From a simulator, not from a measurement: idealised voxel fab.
The process module that follows is named voxel self aligned contacts.
For reference, the cross-section in this document is cut, with width 220 nm and square cells of 5 nm.
Each cross-section below is a grid of square cells, stated as bands in top-down order, with one or more rows of cells making up each band. In this notation a band is specified by the heights of its top and bottom, in that order and in nm, after which its materials appear from left to right, each paired with its width in nm. The word "everywhere" attached to a single material means that material fills the band from edge to edge; the word "blank" stands for empty space. Heights are measured from 0, the level below which the as-received wafer is all one material; the lowest band has no bottom and continues downward, written as in "0..down". When a width is written as two numbers, as in "30->40", the first number is the width in the top row of cells of the band and the second is the width in its bottom row, and the width changes by the same amount from each row to the next. The designation "remains unaltered", where it is given for a processing step, indicates that no cell of the cross-section was altered in the course of that step. Entry "Fully closed voids". Content: empty spaces with no open connection to the top, size 8 cells or greater. Each: width x height at distance. Distance: from left edge. Unit: nm. Where a step's line continues beyond its settings, the continuation is a remark by the simulator itself on that step. You can add "overlay nm" to a step's line. For a step with a mask, it describes how far the mask lay to the right of its planned position, and a negative number describes a lay to the left.
This section lists the process steps that were planned:
step 1: RECEIVE: material Si
step 2: CONFORMAL_DEP: material SiO2, thk nm 5
step 3: DIRECTIONAL_DEP: material polySi, thk nm 20
step 4: DIRECTIONAL_DEP: material SiN, thk nm 15
step 5: DIRECTIONAL_DEP: material aC, thk nm 15
step 6: PATTERN: tone cover, mask id GATE, material resist, width nm 30, pitch nm 65, thk nm 35, overlay nm 0
step 7: DIRECTIONAL_ETCH: etch materials aC, depth nm 15
step 8: STRIP: etch materials resist
step 9: DIRECTIONAL_ETCH: etch materials SiN, depth nm 15
step 10: DIRECTIONAL_ETCH: etch materials polySi, depth nm 20
step 11: STRIP: etch materials aC
step 12: CONFORMAL_DEP: material SiN, thk nm 5
step 13: DIRECTIONAL_ETCH: etch materials SiN, depth nm 5
step 14: FILL_DEP: material SiO2, thk nm 15
step 15: CMP: height nm 45
step 16: MASKED_ETCH: tone open, mask id CONTACT, width nm 45, etch materials SiO2, depth nm 45, overlay nm 0
step 17: CONFORMAL_DEP: material TiN, thk nm 5
step 18: FILL_DEP: material Ru, thk nm 10
step 19: CMP: height nm 45
step 20: CONFORMAL_DEP: material SiCN, thk nm 5
The wafers are alike at the start. At step 17, their thk nm differs. The plan lists the first wafer's value.
The first of several wafers, as received after step 1, seen in section:
	0..down | Si everywhere
	Fully closed voids: none
So in this table every wafer gets its own row, and what you see is where it stands at the end of the module: for each material, how many cells it picked up (+) or gave up (-) since we received it, and after that its closed voids:
thk nm 5; +24 Ru; +44 SiCN; +64 SiN; +235 SiO2; +25 TiN; +48 polySi; Fully closed voids: none
thk nm 10; +7 Ru; +44 SiCN; +64 SiN; +235 SiO2; +42 TiN; +48 polySi; Fully closed voids: none
thk nm 15; +44 SiCN; +64 SiN; +235 SiO2; +49 TiN; +48 polySi; Fully closed voids: none
thk nm 20; +44 SiCN; +64 SiN; +235 SiO2; +49 TiN; +48 polySi; Fully closed voids: none
